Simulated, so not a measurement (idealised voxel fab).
process module | voxel wiring stack
cross-section cut | 260 nm wide | cells 5 nm
A cross-section is a grid of square cells, given in bands from the top down. A band is one or more rows of cells.
Each band's line starts with the height of the band's top and of its bottom, in nm. Then come its materials from left to right, each with its width in nm. One material with "throughout" fills the band from edge to edge. "air" is empty space.
Height 0 is the level under which the wafer as received is all one material. The lowest band goes on downwards, as in "0 down".
A width such as "30 to 40" changes by the same amount from each row of cells to the next, from the band's top row to its bottom row.
"no change" after a step means that no cell of the cross-section changed.
closed voids: empty space of 8 cells or more with no open way to the top, each as width x height at its distance from the left edge, in nm
after a step's settings: what the simulator itself notes on the step
overlay nm, on a step with a mask: how far to the right of its planned place the mask lay; to the left if negative
Each pair below shows a cross-section before one step and the cross-section after it, down to the lowest band that changed. The line under each pair gives the step between them, with its settings. The pairs can come from different runs of this module on the same starting wafer, so a pair continues from the pair above only where its "before" says so.
before
  0 down: Si throughout
  closed voids: none
after
  10 to 0: SiO2 throughout
  below 0: unchanged
  closed voids: none
the step between: op CONFORMAL_DEP | material SiO2 | thk nm 10
before: the cross-section after the pair above
after
  15 to 10: TiN throughout
  below 10: unchanged
  closed voids: none
the step between: op DIRECTIONAL_DEP | material TiN | thk nm 5
before: the cross-section after the pair above
after
  40 to 15: Ru throughout
  below 15: unchanged
  closed voids: none
the step between: op DIRECTIONAL_DEP | material Ru | thk nm 25
before: the cross-section after the pair above
after
  40 to 15: air 95 | Ru 25 | air 20 | Ru 25 | air 95
  below 15: unchanged
  closed voids: none
the step between: op MASKED_ETCH | tone cover | mask id METAL_1 | width nm 25 | pitch nm 45 | etch materials Ru | depth nm 25 | overlay nm 0
before: the cross-section after the pair above
after
  40 to 15: air 95 | Ru 25 | air 20 | Ru 25 | air 95
  15 to 10: air 95 | TiN 25 | air 20 | TiN 25 | air 95
  below 10: unchanged
  closed voids: none
the step between: op MASKED_ETCH | tone cover | mask id METAL_1 | width nm 25 | pitch nm 45 | etch materials TiN | depth nm 5 | overlay nm 0
before: the cross-section after the pair above
after
  50 to 40: lowk throughout
  40 to 15: lowk 95 | Ru 25 | lowk 20 | Ru 25 | lowk 95
  15 to 10: lowk 95 | TiN 25 | lowk 20 | TiN 25 | lowk 95
  below 10: unchanged
  closed voids: none
the step between: op FILL_DEP | material lowk | thk nm 10
before: the cross-section after the pair above
after
  40 to 15: lowk 95 | Ru 25 | lowk 20 | Ru 25 | lowk 95
  below 15: unchanged
  closed voids: none
the step between: op CMP | height nm 40
before: the cross-section after the pair above
after
  45 to 40: SiCN throughout
  below 40: unchanged
  closed voids: none
the step between: op CONFORMAL_DEP | material SiCN | thk nm 5
before: the cross-section after the pair above
after
  75 to 45: lowk throughout
  below 45: unchanged
  closed voids: none
the step between: op DIRECTIONAL_DEP | material lowk | thk nm 30
before: the cross-section after the pair above
after
  95 to 75: resist 95 | air 25 | resist 20 | air 25 | resist 95
  below 75: unchanged
  closed voids: none
the step between: op PATTERN | tone open | mask id METAL_2 | material resist | width nm 25 | pitch nm 45 | thk nm 20 | overlay nm 0
before: the cross-section after the pair above
after
  95 to 75: resist 95 | air 25 | resist 20 | air 25 | resist 95
  75 to 55: lowk 95 | air 25 | lowk 20 | air 25 | lowk 95
  below 55: unchanged
  closed voids: none
the step between: op DIRECTIONAL_ETCH | etch materials lowk | depth nm 20
before: the cross-section after the pair above
after
  75 to 55: lowk 95 | air 25 | lowk 20 | air 25 | lowk 95
  below 55: unchanged
  closed voids: none
the step between: op STRIP | etch materials resist
before: the cross-section after the pair above
after
  90 to 75: resist 95 | air 15 | resist 30 | air 15 | resist 105
  75 to 55: lowk 95 | air 15 | resist 10 | lowk 20 | air 15 | resist 10 | lowk 95
  below 55: unchanged
  closed voids: none
the step between: op PATTERN | tone open | mask id METAL_2_HOLES | material resist | width nm 15 | pitch nm 45 | thk nm 15 | overlay nm 0
before: the cross-section after the pair above
after
  90 to 75: resist 95 | air 15 | resist 30 | air 15 | resist 105
  75 to 55: lowk 95 | air 15 | resist 10 | lowk 20 | air 15 | resist 10 | lowk 95
  55 to 45: lowk 95 | air 15 | lowk 30 | air 15 | lowk 105
  below 45: unchanged
  closed voids: none
the step between: op DIRECTIONAL_ETCH | etch materials lowk | depth nm 10
before: the cross-section after the pair above
after
  90 to 75: resist 95 | air 15 | resist 30 | air 15 | resist 105
  75 to 55: lowk 95 | air 15 | resist 10 | lowk 20 | air 15 | resist 10 | lowk 95
  55 to 45: lowk 95 | air 15 | lowk 30 | air 15 | lowk 105
  45 to 40: SiCN 95 | air 15 | SiCN 30 | air 15 | SiCN 105
  below 40: unchanged
  closed voids: none
the step between: op DIRECTIONAL_ETCH | etch materials SiCN | depth nm 5
before: the cross-section after the pair above
after
  75 to 55: lowk 95 | air 25 | lowk 20 | air 25 | lowk 95
  below 55: unchanged
  closed voids: none
the step between: op STRIP | etch materials resist
before: the cross-section after the pair above
after
  80 to 75: TiN 100 | air 15 | TiN 30 | air 15 | TiN 100
  75 to 60: lowk 95 | TiN 5 | air 15 | TiN 5 | lowk 20 | TiN 5 | air 15 | TiN 5 | lowk 95
  60 to 55: lowk 95 | TiN 5 | air 5 | TiN 15 | lowk 20 | TiN 5 | air 5 | TiN 15 | lowk 95
  55 to 45: lowk 95 | TiN 5 | air 5 | TiN 5 | lowk 30 | TiN 5 | air 5 | TiN 5 | lowk 105
  45 to 40: SiCN 95 | TiN 15 | SiCN 30 | TiN 15 | SiCN 105
  below 40: unchanged
  closed voids: none
the step between: op CONFORMAL_DEP | material TiN | thk nm 5
before: the cross-section after the pair above
after
  85 to 80: Ru throughout
  80 to 75: TiN 100 | Ru 15 | TiN 30 | Ru 15 | TiN 100
  75 to 60: lowk 95 | TiN 5 | Ru 15 | TiN 5 | lowk 20 | TiN 5 | Ru 15 | TiN 5 | lowk 95
  60 to 55: lowk 95 | TiN 5 | Ru 5 | TiN 15 | lowk 20 | TiN 5 | Ru 5 | TiN 15 | lowk 95
  55 to 45: lowk 95 | TiN 5 | Ru 5 | TiN 5 | lowk 30 | TiN 5 | Ru 5 | TiN 5 | lowk 105
  below 45: unchanged
  closed voids: none
the step between: op FILL_DEP | material Ru | thk nm 5
before: the cross-section after the pair above
after
  75 to 60: lowk 95 | TiN 5 | Ru 15 | TiN 5 | lowk 20 | TiN 5 | Ru 15 | TiN 5 | lowk 95
  below 60: unchanged
  closed voids: none
the step between: op CMP | height nm 75
before: the cross-section after the pair above
after
  80 to 75: SiCN throughout
  below 75: unchanged
  closed voids: none
the step between: op CONFORMAL_DEP | material SiCN | thk nm 5
before: the cross-section after the pair above
after
  90 to 80: lowk throughout
  below 80: unchanged
  closed voids: none
the step between: op DIRECTIONAL_DEP | material lowk | thk nm 10
before: the cross-section after the pair above
after
  100 to 90: aC throughout
  below 90: unchanged
  closed voids: none
the step between: op DIRECTIONAL_DEP | material aC | thk nm 10
before: the cross-section after the pair above
after
  130 to 100: resist 95 | air 15 | resist 30 | air 15 | resist 105
  below 100: unchanged
  closed voids: none
the step between: op PATTERN | tone open | mask id PLUG_2 | material resist | width nm 15 | pitch nm 45 | thk nm 30 | overlay nm 0
before: the cross-section after the pair above
after
  120 to 100: resist 95 | air 15 | resist 30 | air 15 | resist 105
  100 to 90: aC 95 | air 15 | aC 30 | air 15 | aC 105
  below 90: unchanged
  closed voids: none
the step between: op DIRECTIONAL_ETCH | etch materials aC | depth nm 10
before: the cross-section after the pair above
after
  100 to 90: aC 95 | air 15 | aC 30 | air 15 | aC 105
  below 90: unchanged
  closed voids: none
the step between: op STRIP | etch materials resist
before: the cross-section after the pair above
after
  100 to 90: aC 95 | air 15 | aC 30 | air 15 | aC 105
  90 to 80: lowk 95 | air 15 | lowk 30 | air 15 | lowk 105
  below 80: unchanged
  closed voids: none
the step between: op DIRECTIONAL_ETCH | etch materials lowk | depth nm 10
before: the cross-section after the pair above
after
  100 to 90: aC 95 | air 15 | aC 30 | air 15 | aC 105
  90 to 80: lowk 95 | air 15 | lowk 30 | air 15 | lowk 105
  80 to 75: SiCN 95 | air 15 | SiCN 30 | air 15 | SiCN 105
  below 75: unchanged
  closed voids: none
the step between: op DIRECTIONAL_ETCH | etch materials SiCN | depth nm 5
before: the cross-section after the pair above
after
  90 to 80: lowk 95 | air 15 | lowk 30 | air 15 | lowk 105
  below 80: unchanged
  closed voids: none
the step between: op STRIP | etch materials aC
before: the cross-section after the pair above
after
  90 to 85: lowk 95 | air 15 | lowk 30 | air 15 | lowk 105
  85 to 80: lowk 95 | Ru 15 | lowk 30 | Ru 15 | lowk 105
  80 to 75: SiCN 95 | Ru 15 | SiCN 30 | Ru 15 | SiCN 105
  below 75: unchanged
  closed voids: none
the step between: op EPI | material Ru | thk nm 10
before: the cross-section after the pair above
after
  90 to 80: lowk 95 | Ru 15 | lowk 30 | Ru 15 | lowk 105
  below 80: unchanged
  closed voids: none
the step between: op EPI | material Ru | thk nm 5
before: the cross-section after the pair above
after
  95 to 90: TiN throughout
  below 90: unchanged
  closed voids: none
the step between: op DIRECTIONAL_DEP | material TiN | thk nm 5
before: the cross-section after the pair above
after
  120 to 95: W throughout
  below 95: unchanged
  closed voids: none
the step between: op DIRECTIONAL_DEP | material W | thk nm 25
before: the cross-section after the pair above
after
  140 to 120: air 95 | resist 25 | air 20 | resist 25 | air 95
  below 120: unchanged
  closed voids: none
the step between: op PATTERN | tone cover | mask id METAL_3 | material resist | width nm 25 | pitch nm 45 | thk nm 20 | overlay nm 0
before: the cross-section after the pair above
after
  140 to 120: air 95 | resist 25 | air 20 | resist 25 | air 95
  120 to 95: air 95 | W 25 | air 20 | W 25 | air 95
  below 95: unchanged
  closed voids: none
the step between: op DIRECTIONAL_ETCH | etch materials W | depth nm 25
before: the cross-section after the pair above
after
  140 to 120: air 95 | resist 25 | air 20 | resist 25 | air 95
  120 to 95: air 95 | W 25 | air 20 | W 25 | air 95
  95 to 90: air 95 | TiN 25 | air 20 | TiN 25 | air 95
  below 90: unchanged
  closed voids: none
the step between: op DIRECTIONAL_ETCH | etch materials TiN | depth nm 5
before: the cross-section after the pair above
after
  120 to 95: air 95 | W 25 | air 20 | W 25 | air 95
  below 95: unchanged
  closed voids: none
the step between: op STRIP | etch materials resist
before: the cross-section after the pair above
after
  130 to 120: lowk throughout
  120 to 95: lowk 95 | W 25 | lowk 20 | W 25 | lowk 95
  95 to 90: lowk 95 | TiN 25 | lowk 20 | TiN 25 | lowk 95
  below 90: unchanged
  closed voids: none
the step between: op FILL_DEP | material lowk | thk nm 10
before: the cross-section after the pair above
after
  120 to 95: lowk 95 | W 25 | lowk 20 | W 25 | lowk 95
  below 95: unchanged
  closed voids: none
the step between: op CMP | height nm 120
before: the cross-section after the pair above
after
  125 to 120: SiN throughout
  below 120: unchanged
  closed voids: none
the step between: op CONFORMAL_DEP | material SiN | thk nm 5
before
  75 to 55: lowk 95 | air 25 | lowk 20 | air 25 | lowk 95
  55 to 45: lowk throughout
  45 to 40: SiCN throughout
  40 to 15: lowk 95 | Ru 25 | lowk 20 | Ru 25 | lowk 95
  15 to 10: lowk 95 | TiN 25 | lowk 20 | TiN 25 | lowk 95
  10 to 0: SiO2 throughout
  0 down: Si throughout
  closed voids: none
after
  65 to 45: lowk 95 | air 25 | lowk 20 | air 25 | lowk 95
  below 45: unchanged
  closed voids: none
the step between: op DIRECTIONAL_ETCH | etch materials lowk | depth nm 10
before: the cross-section after the pair above
after
  65 to 45: lowk 95 | air 25 | lowk 20 | air 25 | lowk 95
  45 to 40: SiCN 95 | air 25 | SiCN 20 | air 25 | SiCN 95
  below 40: unchanged
  closed voids: none
the step between: op DIRECTIONAL_ETCH | etch materials SiCN | depth nm 5
before: the cross-section after the pair above
after
  70 to 65: TiN 100 | air 15 | TiN 30 | air 15 | TiN 100
  65 to 45: lowk 95 | TiN 5 | air 15 | TiN 5 | lowk 20 | TiN 5 | air 15 | TiN 5 | lowk 95
  45 to 40: SiCN 95 | TiN 25 | SiCN 20 | TiN 25 | SiCN 95
  below 40: unchanged
  closed voids: none
the step between: op CONFORMAL_DEP | material TiN | thk nm 5
before: the cross-section after the pair above
after
  75 to 70: Ru throughout
  70 to 65: TiN 100 | Ru 15 | TiN 30 | Ru 15 | TiN 100
  65 to 45: lowk 95 | TiN 5 | Ru 15 | TiN 5 | lowk 20 | TiN 5 | Ru 15 | TiN 5 | lowk 95
  below 45: unchanged
  closed voids: none
the step between: op FILL_DEP | material Ru | thk nm 5
before: the cross-section after the pair above
after
  80 to 75: SiCN throughout
  below 75: unchanged
  closed voids: none
the step between: op CONFORMAL_DEP | material SiCN | thk nm 5
before: the cross-section after the pair above
after
  90 to 80: lowk throughout
  below 80: unchanged
  closed voids: none
the step between: op DIRECTIONAL_DEP | material lowk | thk nm 10
before: the cross-section after the pair above
after
  100 to 90: aC throughout
  below 90: unchanged
  closed voids: none
the step between: op DIRECTIONAL_DEP | material aC | thk nm 10
before: the cross-section after the pair above
after
  130 to 100: resist 95 | air 15 | resist 30 | air 15 | resist 105
  below 100: unchanged
  closed voids: none
the step between: op PATTERN | tone open | mask id PLUG_2 | material resist | width nm 15 | pitch nm 45 | thk nm 30 | overlay nm 0
before: the cross-section after the pair above
after
  120 to 100: resist 95 | air 15 | resist 30 | air 15 | resist 105
  100 to 90: aC 95 | air 15 | aC 30 | air 15 | aC 105
  below 90: unchanged
  closed voids: none
the step between: op DIRECTIONAL_ETCH | etch materials aC | depth nm 10
before: the cross-section after the pair above
after
  100 to 90: aC 95 | air 15 | aC 30 | air 15 | aC 105
  below 90: unchanged
  closed voids: none
the step between: op STRIP | etch materials resist
before: the cross-section after the pair above
after
  100 to 90: aC 95 | air 15 | aC 30 | air 15 | aC 105
  90 to 80: lowk 95 | air 15 | lowk 30 | air 15 | lowk 105
  below 80: unchanged
  closed voids: none
the step between: op DIRECTIONAL_ETCH | etch materials lowk | depth nm 10
before: the cross-section after the pair above
after
  100 to 90: aC 95 | air 15 | aC 30 | air 15 | aC 105
  90 to 80: lowk 95 | air 15 | lowk 30 | air 15 | lowk 105
  80 to 75: SiCN 95 | air 15 | SiCN 30 | air 15 | SiCN 105
  below 75: unchanged
  closed voids: none
the step between: op DIRECTIONAL_ETCH | etch materials SiCN | depth nm 5
before: the cross-section after the pair above
after
  90 to 80: lowk 95 | air 15 | lowk 30 | air 15 | lowk 105
  below 80: unchanged
  closed voids: none
the step between: op STRIP | etch materials aC
before: the cross-section after the pair above
after
  90 to 85: lowk 95 | air 15 | lowk 30 | air 15 | lowk 105
  85 to 80: lowk 95 | Ru 15 | lowk 30 | Ru 15 | lowk 105
  80 to 75: SiCN 95 | Ru 15 | SiCN 30 | Ru 15 | SiCN 105
  below 75: unchanged
  closed voids: none
the step between: op EPI | material Ru | thk nm 10
before: the cross-section after the pair above
after
  90 to 80: lowk 95 | Ru 15 | lowk 30 | Ru 15 | lowk 105
  below 80: unchanged
  closed voids: none
the step between: op EPI | material Ru | thk nm 5
before: the cross-section after the pair above
after
  95 to 90: TiN throughout
  below 90: unchanged
  closed voids: none
the step between: op DIRECTIONAL_DEP | material TiN | thk nm 5
before: the cross-section after the pair above
after
  120 to 95: W throughout
  below 95: unchanged
  closed voids: none
the step between: op DIRECTIONAL_DEP | material W | thk nm 25
before: the cross-section after the pair above
after
  140 to 120: air 95 | resist 25 | air 20 | resist 25 | air 95
  below 120: unchanged
  closed voids: none
the step between: op PATTERN | tone cover | mask id METAL_3 | material resist | width nm 25 | pitch nm 45 | thk nm 20 | overlay nm 0
before: the cross-section after the pair above
after
  140 to 120: air 95 | resist 25 | air 20 | resist 25 | air 95
  120 to 95: air 95 | W 25 | air 20 | W 25 | air 95
  below 95: unchanged
  closed voids: none
the step between: op DIRECTIONAL_ETCH | etch materials W | depth nm 25
before: the cross-section after the pair above
after
  140 to 120: air 95 | resist 25 | air 20 | resist 25 | air 95
  120 to 95: air 95 | W 25 | air 20 | W 25 | air 95
  95 to 90: air 95 | TiN 25 | air 20 | TiN 25 | air 95
  below 90: unchanged
  closed voids: none
the step between: op DIRECTIONAL_ETCH | etch materials TiN | depth nm 5
before: the cross-section after the pair above
after
  120 to 95: air 95 | W 25 | air 20 | W 25 | air 95
  below 95: unchanged
  closed voids: none
the step between: op STRIP | etch materials resist
before: the cross-section after the pair above
after
  130 to 120: lowk throughout
  120 to 95: lowk 95 | W 25 | lowk 20 | W 25 | lowk 95
  95 to 90: lowk 95 | TiN 25 | lowk 20 | TiN 25 | lowk 95
  below 90: unchanged
  closed voids: none
the step between: op FILL_DEP | material lowk | thk nm 10
before: the cross-section after the pair above
after
  120 to 95: lowk 95 | W 25 | lowk 20 | W 25 | lowk 95
  below 95: unchanged
  closed voids: none
the step between: op CMP | height nm 120
before: the cross-section after the pair above
after
  125 to 120: SiN throughout
  below 120: unchanged
  closed voids: none
the step between: op CONFORMAL_DEP | material SiN | thk nm 5
before
  90 to 85: lowk 95 | air 15 | lowk 30 | air 15 | lowk 105
  85 to 80: lowk 95 | Ru 15 | lowk 30 | Ru 15 | lowk 105
  80 to 75: SiCN 95 | Ru 15 | SiCN 30 | Ru 15 | SiCN 105
  75 to 60: lowk 95 | TiN 5 | Ru 15 | TiN 5 | lowk 20 | TiN 5 | Ru 15 | TiN 5 | lowk 95
  60 to 55: lowk 95 | TiN 5 | Ru 5 | TiN 15 | lowk 20 | TiN 5 | Ru 5 | TiN 15 | lowk 95
  55 to 45: lowk 95 | TiN 5 | Ru 5 | TiN 5 | lowk 30 | TiN 5 | Ru 5 | TiN 5 | lowk 105
  45 to 40: SiCN 95 | TiN 15 | SiCN 30 | TiN 15 | SiCN 105
  40 to 15: lowk 95 | Ru 25 | lowk 20 | Ru 25 | lowk 95
  15 to 10: lowk 95 | TiN 25 | lowk 20 | TiN 25 | lowk 95
  10 to 0: SiO2 throughout
  0 down: Si throughout
  closed voids: none
after
  95 to 90: air 90 | Ru 25 | air 20 | Ru 25 | air 100
  90 to 80: lowk 95 | Ru 15 | lowk 30 | Ru 15 | lowk 105
  below 80: unchanged
  closed voids: none
the step between: op EPI | material Ru | thk nm 10
before: the cross-section after the pair above
after
  100 to 90: air 85 | Ru 35 | air 10 | Ru 35 | air 95
  below 90: unchanged
  closed voids: none
the step between: op EPI | material Ru | thk nm 5
before: the cross-section after the pair above
after
  105 to 100: air 85 | TiN 35 | air 10 | TiN 35 | air 95
  100 to 95: air 85 | Ru 35 | air 10 | Ru 35 | air 95
  95 to 90: TiN 85 | Ru 35 | TiN 10 | Ru 35 | TiN 95
  below 90: unchanged
  closed voids: none
the step between: op DIRECTIONAL_DEP | material TiN | thk nm 5
before: the cross-section after the pair above
after
  130 to 120: air 85 | W 35 | air 10 | W 35 | air 95
  120 to 105: W throughout
  105 to 100: W 85 | TiN 35 | W 10 | TiN 35 | W 95
  100 to 95: W 85 | Ru 35 | W 10 | Ru 35 | W 95
  below 95: unchanged
  closed voids: none
the step between: op DIRECTIONAL_DEP | material W | thk nm 25
before: the cross-section after the pair above
after
  150 to 130: air 95 | resist 25 | air 20 | resist 25 | air 95
  below 130: unchanged
  closed voids: none
the step between: op PATTERN | tone cover | mask id METAL_3 | material resist | width nm 25 | pitch nm 45 | thk nm 20 | overlay nm 0
before: the cross-section after the pair above
after
  150 to 130: air 95 | resist 25 | air 20 | resist 25 | air 95
  130 to 105: air 95 | W 25 | air 20 | W 25 | air 95
  105 to 100: air 85 | TiN 35 | air 10 | TiN 35 | air 95
  100 to 95: air 85 | Ru 35 | air 10 | Ru 35 | air 95
  below 95: unchanged
  closed voids: none
the step between: op DIRECTIONAL_ETCH | etch materials W | depth nm 25
before: the cross-section after the pair above
after
  150 to 130: air 95 | resist 25 | air 20 | resist 25 | air 95
  130 to 105: air 95 | W 25 | air 20 | W 25 | air 95
  105 to 100: air 95 | TiN 25 | air 20 | TiN 25 | air 95
  100 to 90: air 85 | Ru 35 | air 10 | Ru 35 | air 95
  below 90: unchanged
  closed voids: none
the step between: op DIRECTIONAL_ETCH | etch materials TiN | depth nm 5
before: the cross-section after the pair above
after
  130 to 105: air 95 | W 25 | air 20 | W 25 | air 95
  below 105: unchanged
  closed voids: none
the step between: op STRIP | etch materials resist
before: the cross-section after the pair above
after
  140 to 130: lowk throughout
  130 to 105: lowk 95 | W 25 | lowk 20 | W 25 | lowk 95
  105 to 100: lowk 95 | TiN 25 | lowk 20 | TiN 25 | lowk 95
  100 to 90: lowk 85 | Ru 35 | lowk 10 | Ru 35 | lowk 95
  below 90: unchanged
  closed voids: none
the step between: op FILL_DEP | material lowk | thk nm 10
before: the cross-section after the pair above
after
  120 to 105: lowk 95 | W 25 | lowk 20 | W 25 | lowk 95
  below 105: unchanged
  closed voids: none
the step between: op CMP | height nm 120
before: the cross-section after the pair above
after
  125 to 120: SiN throughout
  below 120: unchanged
  closed voids: none
the step between: op CONFORMAL_DEP | material SiN | thk nm 5
before
  90 to 85: lowk 95 | air 15 | lowk 30 | air 15 | lowk 105
  85 to 80: lowk 95 | Ru 15 | lowk 30 | Ru 15 | lowk 105
  80 to 75: SiCN 95 | Ru 15 | SiCN 30 | Ru 15 | SiCN 105
  75 to 60: lowk 95 | TiN 5 | Ru 15 | TiN 5 | lowk 20 | TiN 5 | Ru 15 | TiN 5 | lowk 95
  60 to 55: lowk 95 | TiN 5 | Ru 5 | TiN 15 | lowk 20 | TiN 5 | Ru 5 | TiN 15 | lowk 95
  55 to 45: lowk 95 | TiN 5 | Ru 5 | TiN 5 | lowk 30 | TiN 5 | Ru 5 | TiN 5 | lowk 105
  45 to 40: SiCN 95 | TiN 15 | SiCN 30 | TiN 15 | SiCN 105
  40 to 15: lowk 95 | Ru 25 | lowk 20 | Ru 25 | lowk 95
  15 to 10: lowk 95 | TiN 25 | lowk 20 | TiN 25 | lowk 95
  10 to 0: SiO2 throughout
  0 down: Si throughout
  closed voids: none
after
  95 to 90: TiN 95 | air 15 | TiN 30 | air 15 | TiN 105
  90 to 85: lowk 95 | TiN 15 | lowk 30 | TiN 15 | lowk 105
  below 85: unchanged
  closed voids: none
the step between: op DIRECTIONAL_DEP | material TiN | thk nm 5
before: the cross-section after the pair above
after
  100 to 95: Ru 100 | air 5 | Ru 40 | air 5 | Ru 110
  95 to 90: TiN 95 | Ru 15 | TiN 30 | Ru 15 | TiN 105
  below 90: unchanged
  closed voids: none
the step between: op EPI | material Ru | thk nm 5
before: the cross-section after the pair above
after
  125 to 120: W 100 | air 5 | W 40 | air 5 | W 110
  120 to 100: W throughout
  100 to 95: Ru 100 | W 5 | Ru 40 | W 5 | Ru 110
  below 95: unchanged
  closed voids: none
the step between: op DIRECTIONAL_DEP | material W | thk nm 25
before: the cross-section after the pair above
after
  145 to 125: air 95 | resist 25 | air 20 | resist 25 | air 95
  125 to 120: W 100 | resist 5 | W 40 | resist 5 | W 110
  below 120: unchanged
  closed voids: none
the step between: op PATTERN | tone cover | mask id METAL_3 | material resist | width nm 25 | pitch nm 45 | thk nm 20 | overlay nm 0
before: the cross-section after the pair above
after
  145 to 125: air 95 | resist 25 | air 20 | resist 25 | air 95
  125 to 120: air 95 | W 5 | resist 5 | W 15 | air 20 | W 5 | resist 5 | W 15 | air 95
  120 to 100: air 95 | W 25 | air 20 | W 25 | air 95
  below 100: unchanged
  closed voids: none
the step between: op DIRECTIONAL_ETCH | etch materials W | depth nm 25
before: the cross-section after the pair above
after
  125 to 120: air 95 | W 5 | air 5 | W 15 | air 20 | W 5 | air 5 | W 15 | air 95
  below 120: unchanged
  closed voids: none
the step between: op STRIP | etch materials resist
before: the cross-section after the pair above
after
  135 to 125: lowk throughout
  125 to 120: lowk 95 | W 5 | lowk 5 | W 15 | lowk 20 | W 5 | lowk 5 | W 15 | lowk 95
  120 to 100: lowk 95 | W 25 | lowk 20 | W 25 | lowk 95
  below 100: unchanged
  closed voids: none
the step between: op FILL_DEP | material lowk | thk nm 10
before: the cross-section after the pair above
after
  120 to 100: lowk 95 | W 25 | lowk 20 | W 25 | lowk 95
  below 100: unchanged
  closed voids: none
the step between: op CMP | height nm 120
before: the cross-section after the pair above
after
  125 to 120: SiN throughout
  below 120: unchanged
  closed voids: none
the step between: op CONFORMAL_DEP | material SiN | thk nm 5
before
  0 down: Si throughout
  closed voids: none
after
  5 to 0: SiO2 throughout
  below 0: unchanged
  closed voids: none
the step between: op CONFORMAL_DEP | material SiO2 | thk nm 5
before: the cross-section after the pair above
after
  10 to 5: TiN throughout
  below 5: unchanged
  closed voids: none
the step between: op DIRECTIONAL_DEP | material TiN | thk nm 5
before: the cross-section after the pair above
after
  35 to 10: Ru throughout
  below 10: unchanged
  closed voids: none
the step between: op DIRECTIONAL_DEP | material Ru | thk nm 25
before: the cross-section after the pair above
after
  35 to 10: air 95 | Ru 25 | air 20 | Ru 25 | air 95
  below 10: unchanged
  closed voids: none
the step between: op MASKED_ETCH | tone cover | mask id METAL_1 | width nm 25 | pitch nm 45 | etch materials Ru | depth nm 25 | overlay nm 0
before: the cross-section after the pair above
after
  35 to 10: air 95 | Ru 25 | air 20 | Ru 25 | air 95
  10 to 5: air 95 | TiN 25 | air 20 | TiN 25 | air 95
  below 5: unchanged
  closed voids: none
the step between: op MASKED_ETCH | tone cover | mask id METAL_1 | width nm 25 | pitch nm 45 | etch materials TiN | depth nm 5 | overlay nm 0
before: the cross-section after the pair above
after
  45 to 35: lowk throughout
  35 to 10: lowk 95 | Ru 25 | lowk 20 | Ru 25 | lowk 95
  10 to 5: lowk 95 | TiN 25 | lowk 20 | TiN 25 | lowk 95
  below 5: unchanged
  closed voids: none
the step between: op FILL_DEP | material lowk | thk nm 10
before: the cross-section after the pair above
after
  40 to 35: lowk throughout
  below 35: unchanged
  closed voids: none
the step between: op CMP | height nm 40
before: the cross-section after the pair above
after
  45 to 40: SiCN throughout
  below 40: unchanged
  closed voids: none
the step between: op CONFORMAL_DEP | material SiCN | thk nm 5
before: the cross-section after the pair above
after
  75 to 45: lowk throughout
  below 45: unchanged
  closed voids: none
the step between: op DIRECTIONAL_DEP | material lowk | thk nm 30
before: the cross-section after the pair above
after
  95 to 75: resist 95 | air 25 | resist 20 | air 25 | resist 95
  below 75: unchanged
  closed voids: none
the step between: op PATTERN | tone open | mask id METAL_2 | material resist | width nm 25 | pitch nm 45 | thk nm 20 | overlay nm 0
before: the cross-section after the pair above
after
  95 to 75: resist 95 | air 25 | resist 20 | air 25 | resist 95
  75 to 55: lowk 95 | air 25 | lowk 20 | air 25 | lowk 95
  below 55: unchanged
  closed voids: none
the step between: op DIRECTIONAL_ETCH | etch materials lowk | depth nm 20
before: the cross-section after the pair above
after
  75 to 55: lowk 95 | air 25 | lowk 20 | air 25 | lowk 95
  below 55: unchanged
  closed voids: none
the step between: op STRIP | etch materials resist
before: the cross-section after the pair above
after
  90 to 75: resist 95 | air 15 | resist 30 | air 15 | resist 105
  75 to 55: lowk 95 | air 15 | resist 10 | lowk 20 | air 15 | resist 10 | lowk 95
  below 55: unchanged
  closed voids: none
the step between: op PATTERN | tone open | mask id METAL_2_HOLES | material resist | width nm 15 | pitch nm 45 | thk nm 15 | overlay nm 0
before: the cross-section after the pair above
after
  90 to 75: resist 95 | air 15 | resist 30 | air 15 | resist 105
  75 to 55: lowk 95 | air 15 | resist 10 | lowk 20 | air 15 | resist 10 | lowk 95
  55 to 45: lowk 95 | air 15 | lowk 30 | air 15 | lowk 105
  below 45: unchanged
  closed voids: none
the step between: op DIRECTIONAL_ETCH | etch materials lowk | depth nm 10
before: the cross-section after the pair above
after
  90 to 75: resist 95 | air 15 | resist 30 | air 15 | resist 105
  75 to 55: lowk 95 | air 15 | resist 10 | lowk 20 | air 15 | resist 10 | lowk 95
  55 to 45: lowk 95 | air 15 | lowk 30 | air 15 | lowk 105
  45 to 40: SiCN 95 | air 15 | SiCN 30 | air 15 | SiCN 105
  below 40: unchanged
  closed voids: none
the step between: op DIRECTIONAL_ETCH | etch materials SiCN | depth nm 5
before: the cross-section after the pair above
after
  75 to 55: lowk 95 | air 25 | lowk 20 | air 25 | lowk 95
  below 55: unchanged
  closed voids: none
the step between: op STRIP | etch materials resist
before: the cross-section after the pair above
after
  80 to 75: TiN 100 | air 15 | TiN 30 | air 15 | TiN 100
  75 to 60: lowk 95 | TiN 5 | air 15 | TiN 5 | lowk 20 | TiN 5 | air 15 | TiN 5 | lowk 95
  60 to 55: lowk 95 | TiN 5 | air 5 | TiN 15 | lowk 20 | TiN 5 | air 5 | TiN 15 | lowk 95
  55 to 45: lowk 95 | TiN 5 | air 5 | TiN 5 | lowk 30 | TiN 5 | air 5 | TiN 5 | lowk 105
  45 to 40: SiCN 95 | TiN 15 | SiCN 30 | TiN 15 | SiCN 105
  below 40: unchanged
  closed voids: none
the step between: op CONFORMAL_DEP | material TiN | thk nm 5
before: the cross-section after the pair above
after
  85 to 80: Ru throughout
  80 to 75: TiN 100 | Ru 15 | TiN 30 | Ru 15 | TiN 100
  75 to 60: lowk 95 | TiN 5 | Ru 15 | TiN 5 | lowk 20 | TiN 5 | Ru 15 | TiN 5 | lowk 95
  60 to 55: lowk 95 | TiN 5 | Ru 5 | TiN 15 | lowk 20 | TiN 5 | Ru 5 | TiN 15 | lowk 95
  55 to 45: lowk 95 | TiN 5 | Ru 5 | TiN 5 | lowk 30 | TiN 5 | Ru 5 | TiN 5 | lowk 105
  below 45: unchanged
  closed voids: none
the step between: op FILL_DEP | material Ru | thk nm 5
before: the cross-section after the pair above
after
  75 to 60: lowk 95 | TiN 5 | Ru 15 | TiN 5 | lowk 20 | TiN 5 | Ru 15 | TiN 5 | lowk 95
  below 60: unchanged
  closed voids: none
the step between: op CMP | height nm 75
before: the cross-section after the pair above
after
  80 to 75: SiCN throughout
  below 75: unchanged
  closed voids: none
the step between: op CONFORMAL_DEP | material SiCN | thk nm 5
before: the cross-section after the pair above
after
  90 to 80: lowk throughout
  below 80: unchanged
  closed voids: none
the step between: op DIRECTIONAL_DEP | material lowk | thk nm 10
before: the cross-section after the pair above
after
  100 to 90: aC throughout
  below 90: unchanged
  closed voids: none
the step between: op DIRECTIONAL_DEP | material aC | thk nm 10
before: the cross-section after the pair above
after
  130 to 100: resist 95 | air 15 | resist 30 | air 15 | resist 105
  below 100: unchanged
  closed voids: none
the step between: op PATTERN | tone open | mask id PLUG_2 | material resist | width nm 15 | pitch nm 45 | thk nm 30 | overlay nm 0
